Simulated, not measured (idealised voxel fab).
process module | voxel released beams
cross-section cut | 220 nm wide | cells 5 nm
A cross-section is a grid of square cells, given in bands from the top down. A band is one or more rows of cells.
Each band's line starts with the height of the band's top and of its bottom, in nm. Then come its materials from left to right, each with its width in nm. One material with "throughout" fills the band from edge to edge. "air" is empty space.
Height 0 is the level under which the wafer as received is all one material. The lowest band goes on downwards, as in "0 down".
A width such as "30 to 40" changes by the same amount from each row of cells to the next, from the band's top row to its bottom row.
"no change" after a step means that no cell of the cross-section changed.
closed voids: empty space of 8 cells or more with no open way to the top, each as width x height at its distance from the left edge, in nm
after a step's settings: what the simulator itself notes on the step
overlay nm, on a step with a mask: how far to the right of its planned place the mask lay; to the left if negative
plan
1 op RECEIVE | material Si
2 op CONFORMAL_DEP | material Al2O3 | thk nm 10
3 op DIRECTIONAL_DEP | material SiO2 | thk nm 10
4 op PATTERN | tone open | mask id ANCHOR | material resist | width nm 35 | thk nm 15 | overlay nm 0
5 op DIRECTIONAL_ETCH | etch materials SiO2 | depth nm 10
6 op STRIP | etch materials resist
7 op CONFORMAL_DEP | material polySi | thk nm 15
8 op DIRECTIONAL_DEP | material aC | thk nm 15
9 op PATTERN | tone cover | mask id BEAM | material resist | width nm 85 | thk nm 30 | overlay nm 0
10 op DIRECTIONAL_ETCH | etch materials aC | depth nm 15
11 op STRIP | etch materials resist
12 op DIRECTIONAL_ETCH | etch materials polySi | depth nm 15
13 op STRIP | etch materials aC
14 op STRIP | etch materials SiO2
as received, after step 1
  0 down: Si throughout
  closed voids: none
a wafer at the end: this start, this plan, one mistake
  35 to 20: air 65 | polySi 85 | air 70
  20 to 10: Al2O3 throughout
  10 to 0: SiO2 throughout
  0 down: Si throughout
  closed voids: none
what went wrong: steps 2 and 3 were swapped
